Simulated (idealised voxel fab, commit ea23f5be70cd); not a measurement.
This section sets out a process module, namely voxel double patterning.
For reference, the cross-section in this document is cut, with width 240 nm and square cells of 5 nm.
Think of the cross-section as a grid of square cells. We describe it in bands, top to bottom, and each band covers one or more rows of those cells.
Basically the band line says how high the top is and how high the bottom is, in nm, and then what's in it from left to right, every material with its width in nm. Empty space shows up as "air", and if a single material carries "all across" it runs the full band edge to edge.
It should be noted that heights are counted from 0, beneath which the wafer as supplied is of one material throughout, and that the lowest band possesses no lower boundary but continues downward, as written in "from 0 down".
Think of "30..40" as a width that walks from the first number to the second as you go down the band, top row to bottom row, taking equal-sized steps from row to row.
Given "all unchanged" for a step, no cell of the cross-section differs between before and after that step.
Closed-off voids of 8+ cells (no open route to the top) go in "Cavities, closed", written width x height at distance from the left edge, in nm.
Step line, after settings: the simulator's comment on this step.
Among the settings permitted on a step's line is "overlay nm"; applied to a step with a mask, it specifies the extent to which the mask lay to the right of its planned position, whereas a negative figure signifies a position to the left.
Each pair below shows a cross-section before one step and the cross-section after it, down to the lowest band that changed. The line under each pair gives the step between them, with its settings. The pairs can come from different runs of this module on the same starting wafer, so a pair continues from the pair above only where its "Incoming structure" says so.

### Incoming structure
  from 0 down  Si all across
  Cavities, closed: none

### Result of Step
  from 5 to 0  SiO2 all across
  Nothing below the height 0 has changed.
  Cavities, closed: none
Step lying between the two cross-sections just above: CONFORMAL_DEP | material SiO2 | thk nm 5

Incoming structure: The cross-section prior to this step is the one presented after the step of the pair immediately above.

### Result of Step
  from 25 to 5  TiN all across
  Nothing below the height 5 has changed.
  Cavities, closed: none
Step lying between the two cross-sections just above: DIRECTIONAL_DEP | material TiN | thk nm 20

Incoming structure: The cross-section prior to this step is the one presented after the step of the pair immediately above.

### Result of Step
  from 35 to 25  SiCN all across
  Nothing below the height 25 has changed.
  Cavities, closed: none
Step lying between the two cross-sections just above: DIRECTIONAL_DEP | material SiCN | thk nm 10

Incoming structure: The cross-section prior to this step is the one presented after the step of the pair immediately above.

### Result of Step
  from 45 to 35  aC all across
  Nothing below the height 35 has changed.
  Cavities, closed: none
Step lying between the two cross-sections just above: DIRECTIONAL_DEP | material aC | thk nm 10

Incoming structure: The cross-section prior to this step is the one presented after the step of the pair immediately above.

### Result of Step
  from 70 to 45  resist 60 | air 15 | resist 35 | air 15 | resist 35 | air 15 | resist 65
  Nothing below the height 45 has changed.
  Cavities, closed: none
Step lying between the two cross-sections just above: PATTERN | tone open | mask id FIRST | material resist | width nm 15 | pitch nm 50 | thk nm 25 | overlay nm 0

Incoming structure: The cross-section prior to this step is the one presented after the step of the pair immediately above.

### Result of Step
  from 60 to 45  resist 60 | air 15 | resist 35 | air 15 | resist 35 | air 15 | resist 65
  from 45 to 35  aC 60 | air 15 | aC 35 | air 15 | aC 35 | air 15 | aC 65
  Nothing below the height 35 has changed.
  Cavities, closed: none
Step lying between the two cross-sections just above: DIRECTIONAL_ETCH | etch materials aC | depth nm 10

Incoming structure: The cross-section prior to this step is the one presented after the step of the pair immediately above.

### Result of Step
  from 45 to 35  aC 60 | air 15 | aC 35 | air 15 | aC 35 | air 15 | aC 65
  Nothing below the height 35 has changed.
  Cavities, closed: none
Step lying between the two cross-sections just above: STRIP | etch materials resist

Incoming structure: The cross-section prior to this step is the one presented after the step of the pair immediately above.

### Result of Step
  from 45 to 35  aC 60 | air 15 | aC 35 | air 15 | aC 35 | air 15 | aC 65
  from 35 to 25  SiCN 60 | air 15 | SiCN 35 | air 15 | SiCN 35 | air 15 | SiCN 65
  Nothing below the height 25 has changed.
  Cavities, closed: none
Step lying between the two cross-sections just above: DIRECTIONAL_ETCH | etch materials SiCN | depth nm 10

Incoming structure: The cross-section prior to this step is the one presented after the step of the pair immediately above.

### Result of Step
  from 35 to 25  SiCN 60 | air 15 | SiCN 35 | air 15 | SiCN 35 | air 15 | SiCN 65
  Nothing below the height 25 has changed.
  Cavities, closed: none
Step lying between the two cross-sections just above: STRIP | etch materials aC

Incoming structure: The cross-section prior to this step is the one presented after the step of the pair immediately above.

### Result of Step
  from 55 to 35  resist 85 | air 15 | resist 35 | air 15 | resist 90
  from 35 to 25  SiCN 60 | resist 15 | SiCN 35 | resist 15 | SiCN 35 | resist 15 | SiCN 65
  Nothing below the height 25 has changed.
  Cavities, closed: none
Step lying between the two cross-sections just above: PATTERN | tone open | mask id SECOND | material resist | width nm 15 | pitch nm 50 | thk nm 20 | overlay nm 0

Incoming structure: The cross-section prior to this step is the one presented after the step of the pair immediately above.

### Result of Step
  from 55 to 35  resist 85 | air 15 | resist 35 | air 15 | resist 90
  from 35 to 25  SiCN 60 | resist 15 | SiCN 10 | air 15 | SiCN 10 | resist 15 | SiCN 10 | air 15 | SiCN 10 | resist 15 | SiCN 65
  Nothing below the height 25 has changed.
  Cavities, closed: none
Step lying between the two cross-sections just above: DIRECTIONAL_ETCH | etch materials SiCN | depth nm 10

Incoming structure: The cross-section prior to this step is the one presented after the step of the pair immediately above.

### Result of Step
  from 35 to 25  SiCN 60 | air 15 | SiCN 10 | air 15 | SiCN 10 | air 15 | SiCN 10 | air 15 | SiCN 10 | air 15 | SiCN 65
  Nothing below the height 25 has changed.
  Cavities, closed: none
Step lying between the two cross-sections just above: STRIP | etch materials resist

Incoming structure: The cross-section prior to this step is the one presented after the step of the pair immediately above.

### Result of Step
  from 35 to 25  SiCN 60 | air 15 | SiCN 10 | air 15 | SiCN 10 | air 15 | SiCN 10 | air 15 | SiCN 10 | air 15 | SiCN 65
  from 25 to 5  TiN 60 | air 15 | TiN 10 | air 15 | TiN 10 | air 15 | TiN 10 | air 15 | TiN 10 | air 15 | TiN 65
  Nothing below the height 5 has changed.
  Cavities, closed: none
Step lying between the two cross-sections just above: DIRECTIONAL_ETCH | etch materials TiN | depth nm 20

Incoming structure: The cross-section prior to this step is the one presented after the step of the pair immediately above.

### Result of Step
  from 25 to 5  TiN 60 | air 15 | TiN 10 | air 15 | TiN 10 | air 15 | TiN 10 | air 15 | TiN 10 | air 15 | TiN 65
  Nothing below the height 5 has changed.
  Cavities, closed: none
Step lying between the two cross-sections just above: STRIP | etch materials SiCN

### Incoming structure
  from 0 down  Si all across
  Cavities, closed: none

### Result of Step
  from 20 to 0  TiN all across
  Nothing below the height 0 has changed.
  Cavities, closed: none
Step lying between the two cross-sections just above: DIRECTIONAL_DEP | material TiN | thk nm 20

Incoming structure: The cross-section prior to this step is the one presented after the step of the pair immediately above.

### Result of Step
  from 30 to 20  SiCN all across
  Nothing below the height 20 has changed.
  Cavities, closed: none
Step lying between the two cross-sections just above: DIRECTIONAL_DEP | material SiCN | thk nm 10

Incoming structure: The cross-section prior to this step is the one presented after the step of the pair immediately above.

### Result of Step
  from 40 to 30  aC all across
  Nothing below the height 30 has changed.
  Cavities, closed: none
Step lying between the two cross-sections just above: DIRECTIONAL_DEP | material aC | thk nm 10

Incoming structure: The cross-section prior to this step is the one presented after the step of the pair immediately above.

### Result of Step
  from 65 to 40  resist 60 | air 15 | resist 35 | air 15 | resist 35 | air 15 | resist 65
  Nothing below the height 40 has changed.
  Cavities, closed: none
Step lying between the two cross-sections just above: PATTERN | tone open | mask id FIRST | material resist | width nm 15 | pitch nm 50 | thk nm 25 | overlay nm 0

Incoming structure: The cross-section prior to this step is the one presented after the step of the pair immediately above.

### Result of Step
  from 55 to 40  resist 60 | air 15 | resist 35 | air 15 | resist 35 | air 15 | resist 65
  from 40 to 30  aC 60 | air 15 | aC 35 | air 15 | aC 35 | air 15 | aC 65
  Nothing below the height 30 has changed.
  Cavities, closed: none
Step lying between the two cross-sections just above: DIRECTIONAL_ETCH | etch materials aC | depth nm 10

Incoming structure: The cross-section prior to this step is the one presented after the step of the pair immediately above.

### Result of Step
  from 40 to 30  aC 60 | air 15 | aC 35 | air 15 | aC 35 | air 15 | aC 65
  Nothing below the height 30 has changed.
  Cavities, closed: none
Step lying between the two cross-sections just above: STRIP | etch materials resist

Incoming structure: The cross-section prior to this step is the one presented after the step of the pair immediately above.

### Result of Step
  from 40 to 30  aC 60 | air 15 | aC 35 | air 15 | aC 35 | air 15 | aC 65
  from 30 to 20  SiCN 60 | air 15 | SiCN 35 | air 15 | SiCN 35 | air 15 | SiCN 65
  Nothing below the height 20 has changed.
  Cavities, closed: none
Step lying between the two cross-sections just above: DIRECTIONAL_ETCH | etch materials SiCN | depth nm 10

Incoming structure: The cross-section prior to this step is the one presented after the step of the pair immediately above.

### Result of Step
  from 30 to 20  SiCN 60 | air 15 | SiCN 35 | air 15 | SiCN 35 | air 15 | SiCN 65
  Nothing below the height 20 has changed.
  Cavities, closed: none
Step lying between the two cross-sections just above: STRIP | etch materials aC

Incoming structure: The cross-section prior to this step is the one presented after the step of the pair immediately above.

### Result of Step
  from 50 to 30  resist 85 | air 15 | resist 35 | air 15 | resist 90
  from 30 to 20  SiCN 60 | resist 15 | SiCN 35 | resist 15 | SiCN 35 | resist 15 | SiCN 65
  Nothing below the height 20 has changed.
  Cavities, closed: none
Step lying between the two cross-sections just above: PATTERN | tone open | mask id SECOND | material resist | width nm 15 | pitch nm 50 | thk nm 20 | overlay nm 0

Incoming structure: The cross-section prior to this step is the one presented after the step of the pair immediately above.

### Result of Step
  from 50 to 30  resist 85 | air 15 | resist 35 | air 15 | resist 90
  from 30 to 20  SiCN 60 | resist 15 | SiCN 10 | air 15 | SiCN 10 | resist 15 | SiCN 10 | air 15 | SiCN 10 | resist 15 | SiCN 65
  Nothing below the height 20 has changed.
  Cavities, closed: none
Step lying between the two cross-sections just above: DIRECTIONAL_ETCH | etch materials SiCN | depth nm 10

Incoming structure: The cross-section prior to this step is the one presented after the step of the pair immediately above.

### Result of Step
  from 30 to 20  SiCN 60 | air 15 | SiCN 10 | air 15 | SiCN 10 | air 15 | SiCN 10 | air 15 | SiCN 10 | air 15 | SiCN 65
  Nothing below the height 20 has changed.
  Cavities, closed: none
Step lying between the two cross-sections just above: STRIP | etch materials resist

Incoming structure: The cross-section prior to this step is the one presented after the step of the pair immediately above.

### Result of Step
  from 30 to 20  SiCN 60 | air 15 | SiCN 10 | air 15 | SiCN 10 | air 15 | SiCN 10 | air 15 | SiCN 10 | air 15 | SiCN 65
  from 20 to 0  TiN 60 | air 15 | TiN 10 | air 15 | TiN 10 | air 15 | TiN 10 | air 15 | TiN 10 | air 15 | TiN 65
  Nothing below the height 0 has changed.
  Cavities, closed: none
Step lying between the two cross-sections just above: DIRECTIONAL_ETCH | etch materials TiN | depth nm 20

Incoming structure: The cross-section prior to this step is the one presented after the step of the pair immediately above.

### Result of Step
  from 20 to 0  TiN 60 | air 15 | TiN 10 | air 15 | TiN 10 | air 15 | TiN 10 | air 15 | TiN 10 | air 15 | TiN 65
  Nothing below the height 0 has changed.
  Cavities, closed: none
Step lying between the two cross-sections just above: STRIP | etch materials SiCN

### Incoming structure
  from 25 to 5  TiN all across
  from 5 to 0  SiO2 all across
  from 0 down  Si all across
  Cavities, closed: none

### Result of Step
  from 45 to 5  TiN all across
  Nothing below the height 5 has changed.
  Cavities, closed: none
Step lying between the two cross-sections just above: DIRECTIONAL_DEP | material TiN | thk nm 20

Incoming structure: The cross-section prior to this step is the one presented after the step of the pair immediately above.

### Result of Step
  from 55 to 45  SiCN all across
  Nothing below the height 45 has changed.
  Cavities, closed: none
Step lying between the two cross-sections just above: DIRECTIONAL_DEP | material SiCN | thk nm 10

Incoming structure: The cross-section prior to this step is the one presented after the step of the pair immediately above.

### Result of Step
  from 65 to 55  aC all across
  Nothing below the height 55 has changed.
  Cavities, closed: none
Step lying between the two cross-sections just above: DIRECTIONAL_DEP | material aC | thk nm 10

Incoming structure: The cross-section prior to this step is the one presented after the step of the pair immediately above.

### Result of Step
  from 90 to 65  resist 60 | air 15 | resist 35 | air 15 | resist 35 | air 15 | resist 65
  Nothing below the height 65 has changed.
  Cavities, closed: none
Step lying between the two cross-sections just above: PATTERN | tone open | mask id FIRST | material resist | width nm 15 | pitch nm 50 | thk nm 25 | overlay nm 0

Incoming structure: The cross-section prior to this step is the one presented after the step of the pair immediately above.

### Result of Step
  from 80 to 65  resist 60 | air 15 | resist 35 | air 15 | resist 35 | air 15 | resist 65
  from 65 to 55  aC 60 | air 15 | aC 35 | air 15 | aC 35 | air 15 | aC 65
  Nothing below the height 55 has changed.
  Cavities, closed: none
Step lying between the two cross-sections just above: DIRECTIONAL_ETCH | etch materials aC | depth nm 10

Incoming structure: The cross-section prior to this step is the one presented after the step of the pair immediately above.

### Result of Step
  from 65 to 55  aC 60 | air 15 | aC 35 | air 15 | aC 35 | air 15 | aC 65
  Nothing below the height 55 has changed.
  Cavities, closed: none
Step lying between the two cross-sections just above: STRIP | etch materials resist

Incoming structure: The cross-section prior to this step is the one presented after the step of the pair immediately above.

### Result of Step
  from 65 to 55  aC 60 | air 15 | aC 35 | air 15 | aC 35 | air 15 | aC 65
  from 55 to 45  SiCN 60 | air 15 | SiCN 35 | air 15 | SiCN 35 | air 15 | SiCN 65
  Nothing below the height 45 has changed.
  Cavities, closed: none
Step lying between the two cross-sections just above: DIRECTIONAL_ETCH | etch materials SiCN | depth nm 10

Incoming structure: The cross-section prior to this step is the one presented after the step of the pair immediately above.

### Result of Step
  from 55 to 45  SiCN 60 | air 15 | SiCN 35 | air 15 | SiCN 35 | air 15 | SiCN 65
  Nothing below the height 45 has changed.
  Cavities, closed: none
Step lying between the two cross-sections just above: STRIP | etch materials aC

Incoming structure: The cross-section prior to this step is the one presented after the step of the pair immediately above.

### Result of Step
  from 75 to 55  resist 85 | air 15 | resist 35 | air 15 | resist 90
  from 55 to 45  SiCN 60 | resist 15 | SiCN 35 | resist 15 | SiCN 35 | resist 15 | SiCN 65
  Nothing below the height 45 has changed.
  Cavities, closed: none
Step lying between the two cross-sections just above: PATTERN | tone open | mask id SECOND | material resist | width nm 15 | pitch nm 50 | thk nm 20 | overlay nm 0

Incoming structure: The cross-section prior to this step is the one presented after the step of the pair immediately above.

### Result of Step
  from 75 to 55  resist 85 | air 15 | resist 35 | air 15 | resist 90
  from 55 to 45  SiCN 60 | resist 15 | SiCN 10 | air 15 | SiCN 10 | resist 15 | SiCN 10 | air 15 | SiCN 10 | resist 15 | SiCN 65
  Nothing below the height 45 has changed.
  Cavities, closed: none
Step lying between the two cross-sections just above: DIRECTIONAL_ETCH | etch materials SiCN | depth nm 10

Incoming structure: The cross-section prior to this step is the one presented after the step of the pair immediately above.

### Result of Step
  from 55 to 45  SiCN 60 | air 15 | SiCN 10 | air 15 | SiCN 10 | air 15 | SiCN 10 | air 15 | SiCN 10 | air 15 | SiCN 65
  Nothing below the height 45 has changed.
  Cavities, closed: none
Step lying between the two cross-sections just above: STRIP | etch materials resist

Incoming structure: The cross-section prior to this step is the one presented after the step of the pair immediately above.

### Result of Step
  from 55 to 45  SiCN 60 | air 15 | SiCN 10 | air 15 | SiCN 10 | air 15 | SiCN 10 | air 15 | SiCN 10 | air 15 | SiCN 65
  from 45 to 25  TiN 60 | air 15 | TiN 10 | air 15 | TiN 10 | air 15 | TiN 10 | air 15 | TiN 10 | air 15 | TiN 65
  Nothing below the height 25 has changed.
  Cavities, closed: none
Step lying between the two cross-sections just above: DIRECTIONAL_ETCH | etch materials TiN | depth nm 20

Incoming structure: The cross-section prior to this step is the one presented after the step of the pair immediately above.

### Result of Step
  from 45 to 25  TiN 60 | air 15 | TiN 10 | air 15 | TiN 10 | air 15 | TiN 10 | air 15 | TiN 10 | air 15 | TiN 65
  Nothing below the height 25 has changed.
  Cavities, closed: none
Step lying between the two cross-sections just above: STRIP | etch materials SiCN

### Incoming structure
  from 20 to 0  TiN all across
  from 0 down  Si all across
  Cavities, closed: none

### Result of Step
  from 25 to 20  SiO2 all across
  Nothing below the height 20 has changed.
  Cavities, closed: none
Step lying between the two cross-sections just above: CONFORMAL_DEP | material SiO2 | thk nm 5

Incoming structure: The cross-section prior to this step is the one presented after the step of the pair immediately above.

### Result of Step
  from 35 to 25  SiCN all across
  Nothing below the height 25 has changed.
  Cavities, closed: none
Step lying between the two cross-sections just above: DIRECTIONAL_DEP | material SiCN | thk nm 10

Incoming structure: The cross-section prior to this step is the one presented after the step of the pair immediately above.

### Result of Step
  from 45 to 35  aC all across
  Nothing below the height 35 has changed.
  Cavities, closed: none
Step lying between the two cross-sections just above: DIRECTIONAL_DEP | material aC | thk nm 10

Incoming structure: The cross-section prior to this step is the one presented after the step of the pair immediately above.

### Result of Step
  from 70 to 45  resist 60 | air 15 | resist 35 | air 15 | resist 35 | air 15 | resist 65
  Nothing below the height 45 has changed.
  Cavities, closed: none
Step lying between the two cross-sections just above: PATTERN | tone open | mask id FIRST | material resist | width nm 15 | pitch nm 50 | thk nm 25 | overlay nm 0

Incoming structure: The cross-section prior to this step is the one presented after the step of the pair immediately above.

### Result of Step
  from 60 to 45  resist 60 | air 15 | resist 35 | air 15 | resist 35 | air 15 | resist 65
  from 45 to 35  aC 60 | air 15 | aC 35 | air 15 | aC 35 | air 15 | aC 65
  Nothing below the height 35 has changed.
  Cavities, closed: none
Step lying between the two cross-sections just above: DIRECTIONAL_ETCH | etch materials aC | depth nm 10

Incoming structure: The cross-section prior to this step is the one presented after the step of the pair immediately above.

### Result of Step
  from 45 to 35  aC 60 | air 15 | aC 35 | air 15 | aC 35 | air 15 | aC 65
  Nothing below the height 35 has changed.
  Cavities, closed: none
Step lying between the two cross-sections just above: STRIP | etch materials resist

Incoming structure: The cross-section prior to this step is the one presented after the step of the pair immediately above.

### Result of Step
  from 45 to 35  aC 60 | air 15 | aC 35 | air 15 | aC 35 | air 15 | aC 65
  from 35 to 25  SiCN 60 | air 15 | SiCN 35 | air 15 | SiCN 35 | air 15 | SiCN 65
  Nothing below the height 25 has changed.
  Cavities, closed: none
Step lying between the two cross-sections just above: DIRECTIONAL_ETCH | etch materials SiCN | depth nm 10

Incoming structure: The cross-section prior to this step is the one presented after the step of the pair immediately above.

### Result of Step
  from 35 to 25  SiCN 60 | air 15 | SiCN 35 | air 15 | SiCN 35 | air 15 | SiCN 65
  Nothing below the height 25 has changed.
  Cavities, closed: none
Step lying between the two cross-sections just above: STRIP | etch materials aC

Incoming structure: The cross-section prior to this step is the one presented after the step of the pair immediately above.

### Result of Step
  from 55 to 35  resist 85 | air 15 | resist 35 | air 15 | resist 90
  from 35 to 25  SiCN 60 | resist 15 | SiCN 35 | resist 15 | SiCN 35 | resist 15 | SiCN 65
  Nothing below the height 25 has changed.
  Cavities, closed: none
Step lying between the two cross-sections just above: PATTERN | tone open | mask id SECOND | material resist | width nm 15 | pitch nm 50 | thk nm 20 | overlay nm 0

Incoming structure: The cross-section prior to this step is the one presented after the step of the pair immediately above.

### Result of Step
  from 55 to 35  resist 85 | air 15 | resist 35 | air 15 | resist 90
  from 35 to 25  SiCN 60 | resist 15 | SiCN 10 | air 15 | SiCN 10 | resist 15 | SiCN 10 | air 15 | SiCN 10 | resist 15 | SiCN 65
  Nothing below the height 25 has changed.
  Cavities, closed: none
Step lying between the two cross-sections just above: DIRECTIONAL_ETCH | etch materials SiCN | depth nm 10

Incoming structure: The cross-section prior to this step is the one presented after the step of the pair immediately above.

### Result of Step
  from 35 to 25  SiCN 60 | air 15 | SiCN 10 | air 15 | SiCN 10 | air 15 | SiCN 10 | air 15 | SiCN 10 | air 15 | SiCN 65
  Nothing below the height 25 has changed.
  Cavities, closed: none
Step lying between the two cross-sections just above: STRIP | etch materials resist

Incoming structure: The cross-section prior to this step is the one presented after the step of the pair immediately above.

### Result of Step
  from 25 to 20  SiO2 all across
  Nothing below the height 20 has changed.
  Cavities, closed: none
Step lying between the two cross-sections just above: STRIP | etch materials SiCN

### Incoming structure
  from 5 to 0  SiO2 all across
  from 0 down  Si all across
  Cavities, closed: none

### Result of Step
  from 30 to 5  TiN all across
  Nothing below the height 5 has changed.
  Cavities, closed: none
Step lying between the two cross-sections just above: DIRECTIONAL_DEP | material TiN | thk nm 25

Incoming structure: The cross-section prior to this step is the one presented after the step of the pair immediately above.

### Result of Step
  from 40 to 30  SiCN all across
  Nothing below the height 30 has changed.
  Cavities, closed: none
Step lying between the two cross-sections just above: DIRECTIONAL_DEP | material SiCN | thk nm 10

Incoming structure: The cross-section prior to this step is the one presented after the step of the pair immediately above.

### Result of Step
  from 50 to 40  aC all across
  Nothing below the height 40 has changed.
  Cavities, closed: none
Step lying between the two cross-sections just above: DIRECTIONAL_DEP | material aC | thk nm 10

Incoming structure: The cross-section prior to this step is the one presented after the step of the pair immediately above.

### Result of Step
  from 75 to 50  resist 60 | air 15 | resist 35 | air 15 | resist 35 | air 15 | resist 65
  Nothing below the height 50 has changed.
  Cavities, closed: none
Step lying between the two cross-sections just above: PATTERN | tone open | mask id FIRST | material resist | width nm 15 | pitch nm 50 | thk nm 25 | overlay nm 0

Incoming structure: The cross-section prior to this step is the one presented after the step of the pair immediately above.

### Result of Step
  from 65 to 50  resist 60 | air 15 | resist 35 | air 15 | resist 35 | air 15 | resist 65
  from 50 to 40  aC 60 | air 15 | aC 35 | air 15 | aC 35 | air 15 | aC 65
  Nothing below the height 40 has changed.
  Cavities, closed: none
Step lying between the two cross-sections just above: DIRECTIONAL_ETCH | etch materials aC | depth nm 10

Incoming structure: The cross-section prior to this step is the one presented after the step of the pair immediately above.

### Result of Step
  from 50 to 40  aC 60 | air 15 | aC 35 | air 15 | aC 35 | air 15 | aC 65
  Nothing below the height 40 has changed.
  Cavities, closed: none
Step lying between the two cross-sections just above: STRIP | etch materials resist

Incoming structure: The cross-section prior to this step is the one presented after the step of the pair immediately above.

### Result of Step
  from 50 to 40  aC 60 | air 15 | aC 35 | air 15 | aC 35 | air 15 | aC 65
  from 40 to 30  SiCN 60 | air 15 | SiCN 35 | air 15 | SiCN 35 | air 15 | SiCN 65
  Nothing below the height 30 has changed.
  Cavities, closed: none
Step lying between the two cross-sections just above: DIRECTIONAL_ETCH | etch materials SiCN | depth nm 10

Incoming structure: The cross-section prior to this step is the one presented after the step of the pair immediately above.

### Result of Step
  from 40 to 30  SiCN 60 | air 15 | SiCN 35 | air 15 | SiCN 35 | air 15 | SiCN 65
  Nothing below the height 30 has changed.
  Cavities, closed: none
Step lying between the two cross-sections just above: STRIP | etch materials aC

Incoming structure: The cross-section prior to this step is the one presented after the step of the pair immediately above.

### Result of Step
  from 60 to 40  resist 85 | air 15 | resist 35 | air 15 | resist 90
  from 40 to 30  SiCN 60 | resist 15 | SiCN 35 | resist 15 | SiCN 35 | resist 15 | SiCN 65
  Nothing below the height 30 has changed.
  Cavities, closed: none
Step lying between the two cross-sections just above: PATTERN | tone open | mask id SECOND | material resist | width nm 15 | pitch nm 50 | thk nm 20 | overlay nm 0

Incoming structure: The cross-section prior to this step is the one presented after the step of the pair immediately above.

### Result of Step
  from 60 to 40  resist 85 | air 15 | resist 35 | air 15 | resist 90
  from 40 to 30  SiCN 60 | resist 15 | SiCN 10 | air 15 | SiCN 10 | resist 15 | SiCN 10 | air 15 | SiCN 10 | resist 15 | SiCN 65
  Nothing below the height 30 has changed.
  Cavities, closed: none
Step lying between the two cross-sections just above: DIRECTIONAL_ETCH | etch materials SiCN | depth nm 10

Incoming structure: The cross-section prior to this step is the one presented after the step of the pair immediately above.

### Result of Step
  from 40 to 30  SiCN 60 | air 15 | SiCN 10 | air 15 | SiCN 10 | air 15 | SiCN 10 | air 15 | SiCN 10 | air 15 | SiCN 65
  Nothing below the height 30 has changed.
  Cavities, closed: none
Step lying between the two cross-sections just above: STRIP | etch materials resist

Incoming structure: The cross-section prior to this step is the one presented after the step of the pair immediately above.

### Result of Step
  from 40 to 30  SiCN 60 | air 15 | SiCN 10 | air 15 | SiCN 10 | air 15 | SiCN 10 | air 15 | SiCN 10 | air 15 | SiCN 65
  from 30 to 10  TiN 60 | air 15 | TiN 10 | air 15 | TiN 10 | air 15 | TiN 10 | air 15 | TiN 10 | air 15 | TiN 65
  Nothing below the height 10 has changed.
  Cavities, closed: none
Step lying between the two cross-sections just above: DIRECTIONAL_ETCH | etch materials TiN | depth nm 20

Incoming structure: The cross-section prior to this step is the one presented after the step of the pair immediately above.

### Result of Step
  from 30 to 10  TiN 60 | air 15 | TiN 10 | air 15 | TiN 10 | air 15 | TiN 10 | air 15 | TiN 10 | air 15 | TiN 65
  Nothing below the height 10 has changed.
  Cavities, closed: none
Step lying between the two cross-sections just above: STRIP | etch materials SiCN

### Incoming structure
  from 35 to 25  SiCN 60 | air 15 | SiCN 35 | air 15 | SiCN 35 | air 15 | SiCN 65
  from 25 to 5  TiN all across
  from 5 to 0  SiO2 all across
  from 0 down  Si all across
  Cavities, closed: none

### Result of Step
  from 55 to 35  resist 80 | air 25 | resist 25 | air 25 | resist 85
  from 35 to 25  SiCN 60 | resist 15 | SiCN 35 | resist 15 | SiCN 35 | resist 15 | SiCN 65
  Nothing below the height 25 has changed.
  Cavities, closed: none
Step lying between the two cross-sections just above: PATTERN | tone open | mask id SECOND | material resist | width nm 25 | pitch nm 50 | thk nm 20 | overlay nm 0

Incoming structure: The cross-section prior to this step is the one presented after the step of the pair immediately above.

### Result of Step
  from 55 to 35  resist 80 | air 25 | resist 25 | air 25 | resist 85
  from 35 to 25  SiCN 60 | resist 15 | SiCN 5 | air 25 | SiCN 5 | resist 15 | SiCN 5 | air 25 | SiCN 5 | resist 15 | SiCN 65
  Nothing below the height 25 has changed.
  Cavities, closed: none
Step lying between the two cross-sections just above: DIRECTIONAL_ETCH | etch materials SiCN | depth nm 10

Incoming structure: The cross-section prior to this step is the one presented after the step of the pair immediately above.

### Result of Step
  from 35 to 25  SiCN 60 | air 15 | SiCN 5 | air 25 | SiCN 5 | air 15 | SiCN 5 | air 25 | SiCN 5 | air 15 | SiCN 65
  Nothing below the height 25 has changed.
  Cavities, closed: none
Step lying between the two cross-sections just above: STRIP | etch materials resist

Incoming structure: The cross-section prior to this step is the one presented after the step of the pair immediately above.

### Result of Step
  from 35 to 25  SiCN 60 | air 15 | SiCN 5 | air 25 | SiCN 5 | air 15 | SiCN 5 | air 25 | SiCN 5 | air 15 | SiCN 65
  from 25 to 5  TiN 60 | air 15 | TiN 5 | air 25 | TiN 5 | air 15 | TiN 5 | air 25 | TiN 5 | air 15 | TiN 65
  Nothing below the height 5 has changed.
  Cavities, closed: none
Step lying between the two cross-sections just above: DIRECTIONAL_ETCH | etch materials TiN | depth nm 20

Incoming structure: The cross-section prior to this step is the one presented after the step of the pair immediately above.

### Result of Step
  from 25 to 5  TiN 60 | air 15 | TiN 5 | air 25 | TiN 5 | air 15 | TiN 5 | air 25 | TiN 5 | air 15 | TiN 65
  Nothing below the height 5 has changed.
  Cavities, closed: none
Step lying between the two cross-sections just above: STRIP | etch materials SiCN

### Incoming structure
  from 45 to 35  aC all across
  from 35 to 25  SiCN all across
  from 25 to 5  TiN all across
  from 5 to 0  SiO2 all across
  from 0 down  Si all across
  Cavities, closed: none

### Result of Step
  from 70 to 45  resist 50 | air 15 | resist 35 | air 15 | resist 35 | air 15 | resist 75
  Nothing below the height 45 has changed.
  Cavities, closed: none
Step lying between the two cross-sections just above: PATTERN | tone open | mask id FIRST | material resist | width nm 15 | pitch nm 50 | thk nm 25 | overlay nm -10

Incoming structure: The cross-section prior to this step is the one presented after the step of the pair immediately above.

### Result of Step
  from 60 to 45  resist 50 | air 15 | resist 35 | air 15 | resist 35 | air 15 | resist 75
  from 45 to 35  aC 50 | air 15 | aC 35 | air 15 | aC 35 | air 15 | aC 75
  Nothing below the height 35 has changed.
  Cavities, closed: none
Step lying between the two cross-sections just above: DIRECTIONAL_ETCH | etch materials aC | depth nm 10

Incoming structure: The cross-section prior to this step is the one presented after the step of the pair immediately above.

### Result of Step
  from 45 to 35  aC 50 | air 15 | aC 35 | air 15 | aC 35 | air 15 | aC 75
  Nothing below the height 35 has changed.
  Cavities, closed: none
Step lying between the two cross-sections just above: STRIP | etch materials resist

Incoming structure: The cross-section prior to this step is the one presented after the step of the pair immediately above.

### Result of Step
  from 45 to 35  aC 50 | air 15 | aC 35 | air 15 | aC 35 | air 15 | aC 75
  from 35 to 25  SiCN 50 | air 15 | SiCN 35 | air 15 | SiCN 35 | air 15 | SiCN 75
  Nothing below the height 25 has changed.
  Cavities, closed: none
Step lying between the two cross-sections just above: DIRECTIONAL_ETCH | etch materials SiCN | depth nm 10

Incoming structure: The cross-section prior to this step is the one presented after the step of the pair immediately above.

### Result of Step
  from 35 to 25  SiCN 50 | air 15 | SiCN 35 | air 15 | SiCN 35 | air 15 | SiCN 75
  Nothing below the height 25 has changed.
  Cavities, closed: none
Step lying between the two cross-sections just above: STRIP | etch materials aC

Incoming structure: The cross-section prior to this step is the one presented after the step of the pair immediately above.

### Result of Step
  from 55 to 35  resist 85 | air 15 | resist 35 | air 15 | resist 90
  from 35 to 25  SiCN 50 | resist 15 | SiCN 35 | resist 15 | SiCN 35 | resist 15 | SiCN 75
  Nothing below the height 25 has changed.
  Cavities, closed: none
Step lying between the two cross-sections just above: PATTERN | tone open | mask id SECOND | material resist | width nm 15 | pitch nm 50 | thk nm 20 | overlay nm 0

Incoming structure: The cross-section prior to this step is the one presented after the step of the pair immediately above.

### Result of Step
  from 55 to 35  resist 85 | air 15 | resist 35 | air 15 | resist 90
  from 35 to 25  SiCN 50 | resist 15 | SiCN 20 | air 15 | resist 15 | SiCN 20 | air 15 | resist 15 | SiCN 75
  Nothing below the height 25 has changed.
  Cavities, closed: none
Step lying between the two cross-sections just above: DIRECTIONAL_ETCH | etch materials SiCN | depth nm 10

Incoming structure: The cross-section prior to this step is the one presented after the step of the pair immediately above.

### Result of Step
  from 35 to 25  SiCN 50 | air 15 | SiCN 20 | air 30 | SiCN 20 | air 30 | SiCN 75
  Nothing below the height 25 has changed.
  Cavities, closed: none
Step lying between the two cross-sections just above: STRIP | etch materials resist

Incoming structure: The cross-section prior to this step is the one presented after the step of the pair immediately above.

### Result of Step
  from 35 to 25  SiCN 50 | air 15 | SiCN 20 | air 30 | SiCN 20 | air 30 | SiCN 75
  from 25 to 5  TiN 50 | air 15 | TiN 20 | air 30 | TiN 20 | air 30 | TiN 75
  Nothing below the height 5 has changed.
  Cavities, closed: none
Step lying between the two cross-sections just above: DIRECTIONAL_ETCH | etch materials TiN | depth nm 20
